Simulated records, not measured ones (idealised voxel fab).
process module | voxel capacitor over wiring
cross-section cut | 180 nm wide | cells 5 nm
A cross-section is a grid of square cells, given in bands from the top down. A band is one or more rows of cells.
Each band's line starts with the height of the band's top and of its bottom, in nm. Then come its materials from left to right, each with its width in nm. One material with "throughout" fills the band from edge to edge. "air" is empty space.
Height 0 is the level under which the wafer as received is all one material. The lowest band goes on downwards, as in "0 down".
A width such as "30 to 40" changes by the same amount from each row of cells to the next, from the band's top row to its bottom row.
"no change" after a step means that no cell of the cross-section changed.
closed voids: empty space of 8 cells or more with no open way to the top, each as width x height at its distance from the left edge, in nm
after a step's settings: what the simulator itself notes on the step
overlay nm, on a step with a mask: how far to the right of its planned place the mask lay; to the left if negative
plan
1 op RECEIVE | material Si
2 op CONFORMAL_DEP | material SiO2 | thk nm 15
3 op DIRECTIONAL_DEP | material TiN | thk nm 5
4 op DIRECTIONAL_DEP | material Ru | thk nm 20
5 op PATTERN | tone cover | mask id METAL_1 | material resist | width nm 25 | pitch nm 95 | thk nm 20 | overlay nm 0
6 op DIRECTIONAL_ETCH | etch materials Ru | depth nm 20
7 op DIRECTIONAL_ETCH | etch materials TiN | depth nm 5
8 op STRIP | etch materials resist
9 op CONFORMAL_DEP | material SiCN | thk nm 5
10 op FILL_DEP | material lowk | thk nm 5
11 op CMP | height nm 40
12 op CONFORMAL_DEP | material SiCN | thk nm 5
13 op DIRECTIONAL_DEP | material SiO2 | thk nm 10
14 op DIRECTIONAL_DEP | material aC | thk nm 15
15 op PATTERN | tone open | mask id PLUG_1 | material resist | width nm 15 | thk nm 35 | overlay nm 0
16 op DIRECTIONAL_ETCH | etch materials aC | depth nm 15
17 op STRIP | etch materials resist
18 op DIRECTIONAL_ETCH | etch materials SiO2 | depth nm 10
19 op DIRECTIONAL_ETCH | etch materials SiCN | depth nm 5
20 op STRIP | etch materials aC
21 op EPI | material Ru | thk nm 10
22 op EPI | material Ru | thk nm 5
23 op DIRECTIONAL_DEP | material TiN | thk nm 5
24 op DIRECTIONAL_DEP | material HfO2 | thk nm 5
25 op DIRECTIONAL_DEP | material TiN | thk nm 5
26 op DIRECTIONAL_DEP | material aC | thk nm 15
27 op PATTERN | tone cover | mask id UPPER_PLATE | material resist | width nm 75 | thk nm 30 | overlay nm 0
28 op DIRECTIONAL_ETCH | etch materials aC | depth nm 15
29 op STRIP | etch materials resist
30 op DIRECTIONAL_ETCH | etch materials TiN | depth nm 5
31 op DIRECTIONAL_ETCH | etch materials HfO2 | depth nm 5
32 op STRIP | etch materials aC
33 op DIRECTIONAL_DEP | material aC | thk nm 15
34 op PATTERN | tone cover | mask id LOWER_PLATE | material resist | width nm 85 | thk nm 35 | overlay nm 0
35 op DIRECTIONAL_ETCH | etch materials aC | depth nm 15
36 op STRIP | etch materials resist
37 op DIRECTIONAL_ETCH | etch materials TiN | depth nm 5
38 op STRIP | etch materials aC
39 op FILL_DEP | material SiO2 | thk nm 15
40 op CMP | height nm 80
41 op DIRECTIONAL_DEP | material aC | thk nm 10
42 op PATTERN | tone open | mask id PLUG_2 | material resist | width nm 15 | thk nm 30 | overlay nm 0
43 op DIRECTIONAL_ETCH | etch materials aC | depth nm 10
44 op STRIP | etch materials resist
45 op DIRECTIONAL_ETCH | etch materials SiO2 | depth nm 10
46 op STRIP | etch materials aC
47 op CONFORMAL_DEP | material TiN | thk nm 5
48 op FILL_DEP | material W | thk nm 10
49 op CMP | height nm 80
50 op CONFORMAL_DEP | material SiCN | thk nm 5
as received, after step 1
  0 down: Si throughout
  closed voids: none
first wafer at the end, as planned
  85 to 80: SiCN throughout
  80 to 75: SiO2 50 | TiN 5 | W 5 | TiN 5 | SiO2 115
  75 to 65: SiO2 50 to 40 | TiN 15 to 75 | SiO2 115 to 65
  65 to 60: SiO2 40 | HfO2 75 | SiO2 65
  60 to 55: SiO2 35 | TiN 85 | SiO2 60
  55 to 45: SiO2 40 | Ru 15 | SiO2 125
  45 to 40: SiCN 40 | Ru 15 | SiCN 125
  40 to 20: lowk 25 | SiCN 5 | Ru 25 | SiCN 5 | lowk 60 | SiCN 5 | Ru 25 | SiCN 5 | lowk 25
  20 to 15: SiCN 30 | TiN 25 | SiCN 70 | TiN 25 | SiCN 30
  15 to 0: SiO2 throughout
  0 down: Si throughout
  closed voids: none
second wafer at the end: like start, like plan, one mistake
  85 to 80: SiCN throughout
  80 to 70: Ru throughout
  70 to 65: TiN throughout
  65 to 60: HfO2 throughout
  60 to 55: TiN throughout
  55 to 45: SiO2 40 | Ru 15 | SiO2 125
  45 to 40: SiCN 40 | Ru 15 | SiCN 125
  40 to 20: lowk 25 | SiCN 5 | Ru 25 | SiCN 5 | lowk 60 | SiCN 5 | Ru 25 | SiCN 5 | lowk 25
  20 to 15: SiCN 30 | TiN 25 | SiCN 70 | TiN 25 | SiCN 30
  15 to 0: SiO2 throughout
  0 down: Si throughout
  closed voids: none
what went wrong: step 26 ran as: op DIRECTIONAL_DEP | material Ru | thk nm 15
at the end the second wafer has, in cells: 21 more of HfO2 | 72 more of Ru | 127 fewer of SiO2 | 35 more of TiN | 1 fewer of W
